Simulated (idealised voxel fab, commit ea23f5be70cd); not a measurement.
Herein follows the process module entitled voxel wiring stack.
210 nm wide, 5 nm square cells: that's cross-section cut.
In this document a cross-section is written as a grid of square cells. It is given as a series of bands, listed from the top down, and a band is one or more rows of cells.
Band entry format. Leading values: height of top, height of bottom, nm. Remainder: materials in left-to-right order, each with its width in nm. Special words: "everywhere" on a single material, which then fills the band edge to edge; "air", empty space.
Note: height 0 marks the level under which the wafer is uniformly one material as received. Lowest band unbounded below, written "z 0 and below".
Graded width ("30 to 40"): value in top row of band = first number; value in bottom row = second number; row-to-row change constant.
Step note "remained the same" = no cross-section cell changed.
Under "Cavities, sealed" you'll find the enclosed gaps, the ones with no way out to the top, that are 8 cells or bigger; each reads width x height at distance, with distance counted from the left edge, everything in nm.
The remark found on a step's line after its settings is issued by the simulator itself and pertains to that step.
For masked steps, "overlay nm" on the step line gives how far right of plan the mask actually lay; a minus sign means it lay to the left.
# plan
1. RECEIVE, material Si
2. CONFORMAL_DEP, material SiO2, thk nm 10
3. CONFORMAL_DEP, material SiCN, thk nm 5
4. DIRECTIONAL_DEP, material SiO2, thk nm 25
5. MASKED_ETCH, tone open, mask id METAL_1, width nm 30, pitch nm 45, etch materials SiO2, depth nm 25, overlay nm 0
6. MASKED_ETCH, tone open, mask id METAL_1, width nm 30, pitch nm 45, etch materials SiCN, depth nm 5, overlay nm 0
7. CONFORMAL_DEP, material TiN, thk nm 5
8. FILL_DEP, material W, thk nm 10
9. CMP, height nm 40
10. EPI, material Ru, thk nm 5
11. FILL_DEP, material SiCN, thk nm 5
12. DIRECTIONAL_DEP, material SiO2, thk nm 35
13. DIRECTIONAL_DEP, material aC, thk nm 15
14. PATTERN, tone open, mask id METAL_2_HOLES, material resist, width nm 15, pitch nm 45, thk nm 30, overlay nm 0
15. DIRECTIONAL_ETCH, etch materials aC, depth nm 15
16. STRIP, etch materials resist
17. DIRECTIONAL_ETCH, etch materials SiO2, depth nm 35
18. STRIP, etch materials aC
19. PATTERN, tone open, mask id METAL_2, material resist, width nm 30, pitch nm 45, thk nm 20, overlay nm 0
20. DIRECTIONAL_ETCH, etch materials SiO2, depth nm 20
21. DIRECTIONAL_ETCH, etch materials SiCN, depth nm 5
22. STRIP, etch materials resist
23. CONFORMAL_DEP, material TiN, thk nm 5
24. FILL_DEP, material Cu, thk nm 10
25. CMP, height nm 85
26. CONFORMAL_DEP, material SiCN, thk nm 5
# Cross-section of the wafer at receipt, which is the condition after step 1
  z 0 and below: Si everywhere
  Cavities, sealed: none
# Module complete, cross-section. Starting point and plan per above. One mistake made in running the module
  z 90 to 85: SiCN everywhere
  z 85 to 70: SiO2 (65) / TiN (5) / Cu (25) / TiN (5) / SiO2 (10) / TiN (5) / Cu (25) / TiN (5) / SiO2 (65)
  z 70 to 65: SiO2 (65) / TiN (5) / Cu (5) / TiN (25) / SiO2 (10) / TiN (5) / Cu (5) / TiN (25) / SiO2 (65)
  z 65 to 55: SiO2 (65) / TiN (5) / Cu (5) / TiN (5) / SiO2 (30) / TiN (5) / Cu (5) / TiN (5) / SiO2 (85)
  z 55 to 50: SiO2 (65) / TiN (15) / SiO2 (30) / TiN (15) / SiO2 (85)
  z 50 to 45: SiCN (70) / TiN (10) / SiCN (35) / TiN (10) / SiCN (85)
  z 45 to 40: SiCN (60) / Ru (40) / SiCN (5) / Ru (40) / SiCN (65)
  z 40 to 15: SiO2 (65) / TiN (5) / W (20) / TiN (5) / SiO2 (15) / TiN (5) / W (20) / TiN (5) / SiO2 (70)
  z 15 to 10: SiCN (65) / TiN (30) / SiCN (15) / TiN (30) / SiCN (70)
  z 10 to 0: SiO2 everywhere
  z 0 and below: Si everywhere
  Cavities, sealed: none
Plan not followed: rather than as planned, step 19 actually ran as PATTERN, tone open, mask id METAL_2, material resist, width nm 30, pitch nm 45, thk nm 20, overlay nm 5
